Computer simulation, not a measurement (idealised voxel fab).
process module | voxel self aligned contacts
cross-section cut | 255 nm wide | cells 5 nm
A cross-section is a grid of square cells, given in bands from the top down. A band is one or more rows of cells.
Each band's line starts with the height of the band's top and of its bottom, in nm. Then come its materials from left to right, each with its width in nm. One material with "throughout" fills the band from edge to edge. "air" is empty space.
Height 0 is the level under which the wafer as received is all one material. The lowest band goes on downwards, as in "0 down".
A width such as "30 to 40" changes by the same amount from each row of cells to the next, from the band's top row to its bottom row.
"no change" after a step means that no cell of the cross-section changed.
closed voids: empty space of 8 cells or more with no open way to the top, each as width x height at its distance from the left edge, in nm
after a step's settings: what the simulator itself notes on the step
overlay nm, on a step with a mask: how far to the right of its planned place the mask lay; to the left if negative
plan
1 op RECEIVE | material Si
2 op OXIDIZE | depth nm 5
3 op DIRECTIONAL_DEP | material polySi | thk nm 20
4 op DIRECTIONAL_DEP | material SiN | thk nm 20
5 op DIRECTIONAL_DEP | material aC | thk nm 10
6 op PATTERN | tone cover | mask id GATE | material resist | width nm 35 | pitch nm 60 | thk nm 30 | overlay nm 0
7 op DIRECTIONAL_ETCH | etch materials aC | depth nm 10
8 op STRIP | etch materials resist
9 op DIRECTIONAL_ETCH | etch materials SiN | depth nm 20
10 op DIRECTIONAL_ETCH | etch materials polySi | depth nm 20
11 op STRIP | etch materials aC
12 op CONFORMAL_DEP | material SiN | thk nm 5
13 op DIRECTIONAL_ETCH | etch materials SiN | depth nm 5
14 op FILL_DEP | material SiO2 | thk nm 15
15 op CMP | height nm 45
16 op DIRECTIONAL_DEP | material aC | thk nm 10
17 op PATTERN | tone open | mask id CONTACT | material resist | width nm 35 | pitch nm 60 | thk nm 25 | overlay nm 0
18 op DIRECTIONAL_ETCH | etch materials aC | depth nm 10
19 op STRIP | etch materials resist
20 op DIRECTIONAL_ETCH | etch materials SiO2 | depth nm 50
21 op STRIP | etch materials aC
22 op CONFORMAL_DEP | material TiN | thk nm 5
23 op FILL_DEP | material W | thk nm 10
24 op CMP | height nm 45
25 op CONFORMAL_DEP | material SiCN | thk nm 5
as received, after step 1
  0 down: Si throughout
  closed voids: none
first wafer at the end, as planned
  50 to 45: SiCN throughout
  45 to 40: SiO2 80 | TiN 15 | W 5 | TiN 15 | SiO2 25 | TiN 15 | W 5 | TiN 15 | SiO2 80
  40 to 20: SiO2 45 | SiN 45 | TiN 5 | W 5 | TiN 5 | SiN 45 | TiN 5 | W 5 | TiN 5 | SiN 45 | SiO2 45
  20 to 0: SiO2 45 | SiN 5 | polySi 35 | SiN 5 | TiN 5 | W 5 | TiN 5 | SiN 5 | polySi 35 | SiN 5 | TiN 5 | W 5 | TiN 5 | SiN 5 | polySi 35 | SiN 5 | SiO2 45
  0 to -5: SiO2 90 | TiN 15 | SiO2 45 | TiN 15 | SiO2 90
  -5 down: Si throughout
  closed voids: none
second wafer at the end: like start, like plan, one mistake
  55 to 50: SiCN throughout
  50 to 45: TiN 85 | W 25 | TiN 35 | W 25 | TiN 85
  45 to 40: SiO2 80 | TiN 15 | W 5 | TiN 15 | SiO2 25 | TiN 15 | W 5 | TiN 15 | SiO2 80
  40 to 20: SiO2 45 | SiN 45 | TiN 5 | W 5 | TiN 5 | SiN 45 | TiN 5 | W 5 | TiN 5 | SiN 45 | SiO2 45
  20 to 0: SiO2 45 | SiN 5 | polySi 35 | SiN 5 | TiN 5 | W 5 | TiN 5 | SiN 5 | polySi 35 | SiN 5 | TiN 5 | W 5 | TiN 5 | SiN 5 | polySi 35 | SiN 5 | SiO2 45
  0 to -5: SiO2 90 | TiN 15 | SiO2 45 | TiN 15 | SiO2 90
  -5 down: Si throughout
  closed voids: none
what went wrong: step 24 ran as: op CMP | height nm 50
at the end the second wafer has, in cells: 41 more of TiN | 10 more of W
